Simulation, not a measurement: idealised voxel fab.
Presented below is a process module, voxel wiring stack.
For reference, the cross-section in this document is cut, with width 240 nm and square cells of 5 nm.
Cross-section layout: square cells on a grid; listed as bands, top to bottom; a band spans one or more cell rows. First you get the band's top height and its bottom height, in nm, and then the materials it's made of, left to right, with each width in nm. If you see a single material with "everywhere", that one covers the band edge to edge. "blank" is empty space. Basically, 0 is our baseline, since under it the wafer straight out of the box is all one material. The bottom band has no lower end and keeps on going down, so it looks like "0 nm and below". With a width like "30->40", each row of cells in the band differs from the next by the same amount, the top row carrying the first number and the bottom row the second. Any step labelled "same as before" changed none of the cells in the cross-section. The entry "Voids, fully enclosed" lists the empty spaces that cover at least 8 cells and have no open path to the top. Each is written as width x height at distance, where the distance is measured from the left edge and all three values are in nm. Note: text after step settings on the step line = simulator remark on that step. When a step includes a mask, the "overlay nm" setting on its line states how far to the right of its planned place that mask lay, and negative values state how far to the left.
These are the steps we planned for the process:
1 RECEIVE with material Si
2 CONFORMAL_DEP with material SiO2, thk nm 15
3 DIRECTIONAL_DEP with material TiN, thk nm 5
4 DIRECTIONAL_DEP with material Ru, thk nm 20
5 MASKED_ETCH with tone cover, mask id METAL_1, width nm 25, pitch nm 50, etch materials Ru, depth nm 20, overlay nm 0
6 MASKED_ETCH with tone cover, mask id METAL_1, width nm 25, pitch nm 50, etch materials TiN, depth nm 5, overlay nm 0
7 CONFORMAL_DEP with material SiCN, thk nm 5
8 FILL_DEP with material lowk, thk nm 5
9 CMP with height nm 40
10 CONFORMAL_DEP with material SiCN, thk nm 5
11 DIRECTIONAL_DEP with material SiO2, thk nm 20
12 DIRECTIONAL_DEP with material aC, thk nm 15
13 PATTERN with tone open, mask id PLUG_1, material resist, width nm 15, pitch nm 100, thk nm 30, overlay nm 0
14 DIRECTIONAL_ETCH with etch materials aC, depth nm 15
15 STRIP with etch materials resist
16 DIRECTIONAL_ETCH with etch materials SiO2, depth nm 20
17 DIRECTIONAL_ETCH with etch materials SiCN, depth nm 5
18 STRIP with etch materials aC
19 CONFORMAL_DEP with material TiN, thk nm 5
20 FILL_DEP with material Cu, thk nm 5
21 CMP with height nm 65
22 DIRECTIONAL_DEP with material TiN, thk nm 5
23 DIRECTIONAL_DEP with material Ru, thk nm 20
24 MASKED_ETCH with tone cover, mask id METAL_2, width nm 25, pitch nm 50, etch materials Ru, depth nm 20, overlay nm 0
25 MASKED_ETCH with tone cover, mask id METAL_2, width nm 25, pitch nm 50, etch materials TiN, depth nm 5, overlay nm 0
26 CONFORMAL_DEP with material SiCN, thk nm 5
27 FILL_DEP with material lowk, thk nm 10
28 CMP with height nm 90
29 CONFORMAL_DEP with material SiCN, thk nm 5
30 DIRECTIONAL_DEP with material lowk, thk nm 30
31 DIRECTIONAL_DEP with material aC, thk nm 15
32 PATTERN with tone open, mask id METAL_3, material resist, width nm 25, pitch nm 50, thk nm 35, overlay nm 0
33 DIRECTIONAL_ETCH with etch materials aC, depth nm 15
34 STRIP with etch materials resist
35 DIRECTIONAL_ETCH with etch materials lowk, depth nm 20
36 STRIP with etch materials aC
37 MASKED_ETCH with tone open, mask id METAL_3_HOLES, width nm 15, pitch nm 100, etch materials lowk, depth nm 10, overlay nm 0
38 MASKED_ETCH with tone open, mask id METAL_3_HOLES, width nm 15, pitch nm 100, etch materials SiCN, depth nm 5, overlay nm 0
39 CONFORMAL_DEP with material TiN, thk nm 5
40 FILL_DEP with material Cu, thk nm 5
41 CMP with height nm 125
42 CONFORMAL_DEP with material SiCN, thk nm 5
As-received wafer cross-section (after step 1):
  0 nm and below  Si everywhere
  Voids, fully enclosed: none
End state of the module in cross-section, given the above starting point and plan and one mistake in execution:
  130 nm to 125 nm  SiCN everywhere
  125 nm to 110 nm  55 lowk | 5 TiN | 15 Cu | 5 TiN | 25 lowk | 5 TiN | 15 Cu | 5 TiN | 25 lowk | 5 TiN | 15 Cu | 5 TiN | 60 lowk
  110 nm to 105 nm  55 lowk | 5 TiN | 5 Cu | 15 TiN | 25 lowk | 25 TiN | 25 lowk | 5 TiN | 5 Cu | 15 TiN | 60 lowk
  105 nm to 95 nm  55 lowk | 5 TiN | 5 Cu | 5 TiN | 85 lowk | 5 TiN | 5 Cu | 5 TiN | 70 lowk
  95 nm to 90 nm  55 SiCN | 15 TiN | 85 SiCN | 15 TiN | 70 SiCN
  90 nm to 70 nm  50 lowk | 5 SiCN | 25 Ru | 5 SiCN | 15 lowk | 5 SiCN | 25 Ru | 5 SiCN | 15 lowk | 5 SiCN | 25 Ru | 5 SiCN | 55 lowk
  70 nm to 65 nm  55 SiCN | 25 TiN | 25 SiCN | 25 TiN | 25 SiCN | 25 TiN | 60 SiCN
  65 nm to 45 nm  55 SiO2 | 5 TiN | 5 Cu | 5 TiN | 85 SiO2 | 5 TiN | 5 Cu | 5 TiN | 70 SiO2
  45 nm to 40 nm  55 SiCN | 15 TiN | 85 SiCN | 15 TiN | 70 SiCN
  40 nm to 20 nm  50 lowk | 5 Cu | 25 Ru | 5 Cu | 15 lowk | 5 Cu | 25 Ru | 5 Cu | 15 lowk | 5 Cu | 25 Ru | 5 Cu | 55 lowk
  20 nm to 15 nm  55 Cu | 25 TiN | 25 Cu | 25 TiN | 25 Cu | 25 TiN | 60 Cu
  15 nm to 0 nm  SiO2 everywhere
  0 nm and below  Si everywhere
  Voids, fully enclosed: none
Want to know what went wrong? step 7 was run on a setting that differed from the plan, and what really ran there is CONFORMAL_DEP with material Cu, thk nm 5
